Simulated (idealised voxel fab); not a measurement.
A process module follows: voxel ribs on slabs.
225 nm wide, 5 nm square cells: that's cross-section cut.
Square cells in a grid make up a cross-section in this document, and the grid is given as bands, listed from the top down, each one or more rows of cells. Top height, bottom height, nm. Materials left to right, width each, nm. Single material + "full width" = fills band edge to edge. "air" = empty. For the purposes of this specification, 0 denotes the height below which the wafer in its as-received condition is composed wholly of one material, and the lowermost band, lacking a lower limit, extends downward without end, as expressed in "z 0 and below". Width "30 to 40": first value at the band's top row of cells, second value at its bottom row, equal change from row to row. Given "remained the same" for a step, no cell of the cross-section differs between before and after that step. Entry "Enclosed void list". Content: empty spaces with no open connection to the top, size 8 cells or greater. Each: width x height at distance. Distance: from left edge. Unit: nm. If you see something after the settings on a step's line, that's the simulator's own remark about that step. For masked steps, "overlay nm" on the step line gives how far right of plan the mask actually lay; a minus sign means it lay to the left.
# Here's what the planned process steps look like
1. RECEIVE (material Si)
2. DIRECTIONAL_DEP (material SiO2; thk nm 25)
3. DIRECTIONAL_DEP (material polySi; thk nm 20)
4. PATTERN (tone cover; mask id RIB; material resist; width nm 15; thk nm 20; overlay nm 0)
5. DIRECTIONAL_ETCH (etch materials polySi; depth nm 15)
6. STRIP (etch materials resist)
7. MASKED_ETCH (tone cover; mask id SLAB; width nm 65; etch materials polySi; depth nm 5; overlay nm 0)
8. FILL_DEP (material SiO2; thk nm 20)
9. CMP (height nm 55)
10. DIRECTIONAL_DEP (material W; thk nm 10)
11. PATTERN (tone cover; mask id HEATER; material resist; width nm 25; thk nm 15; overlay nm 0)
12. DIRECTIONAL_ETCH (etch materials W; depth nm 10)
13. STRIP (etch materials resist)
14. CONFORMAL_DEP (material SiN; thk nm 10)
# Wafer at receipt (post step 1), cross-section
	z 0 and below  Si full width
	Enclosed void list: none
# One mistake in running the module, otherwise start and plan as above: cross-section at the end
	z 75 to 65  90 air  45 SiN  90 air
	z 65 to 55  100 SiN  25 W  100 SiN
	z 55 to 45  SiO2 full width
	z 45 to 40  80 SiO2  25 polySi  15 SiO2  25 polySi  80 SiO2
	z 40 to 30  105 polySi  15 SiO2  105 polySi
	z 30 to 25  polySi full width
	z 25 to 0  SiO2 full width
	z 0 and below  Si full width
	Enclosed void list: none
Run error: for step 4, the planned setting was not used; the step was instead run as PATTERN (tone open; mask id RIB; material resist; width nm 15; thk nm 20; overlay nm 0)
